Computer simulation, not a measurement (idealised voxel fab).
Process module under the name voxel released beams
250 nm wide, 5 nm square cells: that's cross-section cut.
The cross-sections in this document take the form of a grid made of square cells. They are written out as bands, in order from top to bottom. Each band consists of one or more rows of cells. Top, bottom (nm), then materials left to right with widths (nm); lone material tagged "full width" fills the whole band edge to edge; "empty" = empty space. Where do heights start? At 0: under that level the wafer as delivered is made of one material only. And the lowest band has no floor; it just carries on downward, as in "0 down". Note: "30..40" means the width goes from the first number (top row of the band) to the second number (bottom row) in equal steps per row of cells. When a step is marked "nothing got changed", none of the cells in the cross-section changed during that step. Look at "Enclosed cavity list" for the closed voids: empty spaces with no open path to the top, sized 8 cells or up. Each is width x height at distance, distance from the left edge, all nm. What comes after the settings on a step's line is commentary from the simulator itself on that step. When a step includes a mask, the "overlay nm" setting on its line states how far to the right of its planned place that mask lay, and negative values state how far to the left.

# This section lists the process steps that were planned
1) RECEIVE: material Si
2) CONFORMAL_DEP: material Al2O3, thk nm 10
3) DIRECTIONAL_DEP: material SiO2, thk nm 20
4) DIRECTIONAL_DEP: material aC, thk nm 15
5) PATTERN: tone open, mask id ANCHOR, material resist, width nm 25, thk nm 30, overlay nm -15
6) DIRECTIONAL_ETCH: etch materials aC, depth nm 15
7) STRIP: etch materials resist
8) DIRECTIONAL_ETCH: etch materials SiO2, depth nm 20
9) STRIP: etch materials aC
10) CONFORMAL_DEP: material SiN, thk nm 10
11) PATTERN: tone cover, mask id BEAM, material resist, width nm 70, thk nm 15, overlay nm 0
12) DIRECTIONAL_ETCH: etch materials SiN, depth nm 10
13) STRIP: etch materials resist
14) STRIP: etch materials SiO2
varied across the wafers: overlay nm of step 5. The plan shows the first wafer's value. All wafers start alike

# So this is the first of several wafers, cross-sectioned as it came to us, meaning it's at the end of step 1
- 0 down = Si full width
- Enclosed cavity list: none

# End of module, by wafer: material-by-material cell gain (+) or loss (-) since receipt, then closed voids
overlay nm -15 | +100 Al2O3 | +44 SiN | Enclosed cavity list: none
overlay nm -10 | +100 Al2O3 | +44 SiN | Enclosed cavity list: none
overlay nm -5 | +100 Al2O3 | +44 SiN | Enclosed cavity list: none
overlay nm 0 | +100 Al2O3 | +44 SiN | Enclosed cavity list: none
overlay nm 5 | +100 Al2O3 | +44 SiN | Enclosed cavity list: none
overlay nm 10 | +100 Al2O3 | +44 SiN | Enclosed cavity list: none
overlay nm 15 | +100 Al2O3 | +44 SiN | Enclosed cavity list: none
